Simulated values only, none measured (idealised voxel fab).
You're looking at the process module voxel ribs on slabs.
Shown is cross-section cut, with a width of 265 nm and square cells of size 5 nm.
Cross-sections here: square-cell grids, written as top-down lists of bands, a band being one or more rows of cells. The entry gives the band's vertical extent as a top height and a bottom height in nm, then its horizontal make-up as materials from left to right, each with a width in nm. "empty" stands for empty space; a single material marked "edge to edge" fills the band edge to edge. The reference from which all heights are counted is 0, the level beneath which the as-received wafer is entirely one material; the lowest band, having no lower bound, proceeds downward and is written after the example "0..down". Read "30..40" as a graded width: first number on top, second number at the bottom, same change between each pair of neighbouring rows. You'll sometimes find "remained the same" written for a step, and that's the way of saying that nowhere in the cross-section did a cell change during that step. Entry "Closed empty spaces". Content: empty spaces with no open connection to the top, size 8 cells or greater. Each: width x height at distance. Distance: from left edge. Unit: nm. On each step's line, the part that comes after the settings is the simulator's own comment on the step. Steps that use a mask can have "overlay nm" on their line. It says how far the mask sat to the right of where it was meant to be. Negative means to the left.

**Planned process steps**
| 1 | RECEIVE,material Si |
| 2 | DIRECTIONAL_DEP,material SiO2,thk nm 30 |
| 3 | DIRECTIONAL_DEP,material polySi,thk nm 20 |
| 4 | DIRECTIONAL_DEP,material aC,thk nm 10 |
| 5 | PATTERN,tone cover,mask id RIB,material resist,width nm 25,thk nm 25,overlay nm 0 |
| 6 | DIRECTIONAL_ETCH,etch materials aC,depth nm 10 |
| 7 | STRIP,etch materials resist |
| 8 | DIRECTIONAL_ETCH,etch materials polySi,depth nm 10 |
| 9 | STRIP,etch materials aC |
| 10 | MASKED_ETCH,tone cover,mask id SLAB,width nm 85,etch materials polySi,depth nm 10,overlay nm 0 |
| 11 | FILL_DEP,material SiO2,thk nm 30 |
| 12 | CMP,height nm 70 |
| 13 | DIRECTIONAL_DEP,material TiN,thk nm 5 |
| 14 | DIRECTIONAL_DEP,material aC,thk nm 10 |
| 15 | PATTERN,tone cover,mask id HEATER,material resist,width nm 35,thk nm 30,overlay nm 0 |
| 16 | DIRECTIONAL_ETCH,etch materials aC,depth nm 10 |
| 17 | STRIP,etch materials resist |
| 18 | DIRECTIONAL_ETCH,etch materials TiN,depth nm 5 |
| 19 | STRIP,etch materials aC |
| 20 | CONFORMAL_DEP,material SiN,thk nm 5 |

**This is the cross-section of the wafer as we received it, i.e. after step 1**
  0..down  Si edge to edge
  Closed empty spaces: none

**Cross-section taken at module completion on the first of two wafers; processed per the plan**
  80..75  empty 110, SiN 45, empty 110
  75..70  SiN 115, TiN 35, SiN 115
  70..50  SiO2 edge to edge
  50..40  SiO2 120, polySi 25, SiO2 120
  40..30  SiO2 90, polySi 85, SiO2 90
  30..0  SiO2 edge to edge
  0..down  Si edge to edge
  Closed empty spaces: none

**Second wafer cross-section at end of module - shared start and plan with the first, one mistake in the run**
  80..75  empty 110, SiN 45, empty 110
  75..70  SiN 115, TiN 35, SiN 115
  70..50  SiO2 edge to edge
  50..35  SiO2 120, polySi 25, SiO2 120
  35..30  SiO2 90, polySi 85, SiO2 90
  30..0  SiO2 edge to edge
  0..down  Si edge to edge
  Closed empty spaces: none
Diagnosis: step 8 was run on a setting that differed from the plan, and what really ran there is DIRECTIONAL_ETCH,etch materials polySi,depth nm 15
Upon completion, the second wafer contains, in terms of cells, a greater or smaller amount of certain materials than the first wafer: SiO2: 12 more; polySi: 12 fewer
